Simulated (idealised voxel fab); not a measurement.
process module | voxel self aligned contacts
Displayed cross-section: cut, width of 200 nm, square cells sized 5 nm.
Cross-sections here: square-cell grids, written as top-down lists of bands, a band being one or more rows of cells. The entry gives the band's vertical extent as a top height and a bottom height in nm, then its horizontal make-up as materials from left to right, each with a width in nm. "air" stands for empty space; a single material marked "edge to edge" fills the band edge to edge. Heights from 0 (as-received wafer is one material below). Bottom band endless downward, as "0 down". Read "30..40" as a graded width: first number on top, second number at the bottom, same change between each pair of neighbouring rows. It should be understood that the words "nothing got changed", when stated for a given step, signify that the cross-section underwent no change in any of its cells during that step. Closed empty spaces (no open way to the top) of 8 cells or more are what "Sealed void inventory" lists, each as width x height at distance from the left edge, nm for all three. Step line, after settings: the simulator's comment on this step. overlay nm: for a step with a mask, the amount by which the mask lay right of where it was planned; a negative amount means left of it.

### The process steps that were planned are listed below
1: RECEIVE with material Si
2: CONFORMAL_DEP with material SiO2, thk nm 5
3: DIRECTIONAL_DEP with material polySi, thk nm 25
4: DIRECTIONAL_DEP with material SiN, thk nm 20
5: DIRECTIONAL_DEP with material aC, thk nm 15
6: PATTERN with tone cover, mask id GATE, material resist, width nm 35, pitch nm 70, thk nm 35, overlay nm 0
7: DIRECTIONAL_ETCH with etch materials aC, depth nm 15
8: STRIP with etch materials resist
9: DIRECTIONAL_ETCH with etch materials SiN, depth nm 20
10: DIRECTIONAL_ETCH with etch materials polySi, depth nm 25
11: STRIP with etch materials aC
12: CONFORMAL_DEP with material SiN, thk nm 10
13: DIRECTIONAL_ETCH with etch materials SiN, depth nm 10
14: FILL_DEP with material SiO2, thk nm 10
15: CMP with height nm 55
16: PATTERN with tone open, mask id CONTACT, material resist, width nm 55, thk nm 15, overlay nm 0
17: DIRECTIONAL_ETCH with etch materials SiO2, depth nm 55
18: STRIP with etch materials resist
19: CONFORMAL_DEP with material TiN, thk nm 5
20: FILL_DEP with material W, thk nm 5
21: CMP with height nm 55
22: CONFORMAL_DEP with material SiN, thk nm 5

### Shown in cross-section is the wafer as received, that is, as it stands after step 1
    0 down: Si edge to edge
    Sealed void inventory: none

### Post-module cross-section of the first of two wafers (run per plan)
    60 to 55: SiN edge to edge
    55 to 50: SiO2=70; TiN=25; W=5; TiN=25; SiO2=75
    50 to 30: SiO2=35; SiN=55; TiN=5; W=5; TiN=5; SiN=55; SiO2=40
    30 to 5: SiO2=35; SiN=10; polySi=35; SiN=10; TiN=5; W=5; TiN=5; SiN=10; polySi=35; SiN=10; SiO2=40
    5 to 0: SiO2=90; TiN=15; SiO2=95
    0 down: Si edge to edge
    Sealed void inventory: none

### Cross-section, second wafer: same start as the first, same plan as the first, one mistake in running it; taken at the end of the module
    60 to 55: SiN edge to edge
    55 to 50: SiO2=70; TiN=25; W=5; TiN=25; SiO2=75
    50 to 30: SiO2=35; SiN=55; TiN=5; W=5; TiN=5; SiN=55; SiO2=40
    30 to 20: SiO2=35; SiN=10; polySi=35; SiN=10; TiN=5; W=5; TiN=5; SiN=10; polySi=35; SiN=10; SiO2=40
    20 to 15: SiO2=35; SiN=10; polySi=35; SiN=10; TiN=15; SiN=10; polySi=35; SiN=10; SiO2=40
    15 to 5: polySi edge to edge
    5 to 0: SiO2 edge to edge
    0 down: Si edge to edge
    Sealed void inventory: none
Nonconformance to the process plan: step 10 deviated from plan and actually ran as DIRECTIONAL_ETCH with etch materials polySi, depth nm 15
Bottom line after processing is that, in cells, the second wafer is up or down on some materials versus the first: SiN -16, SiO2 -27, TiN -6, W -3, polySi +52
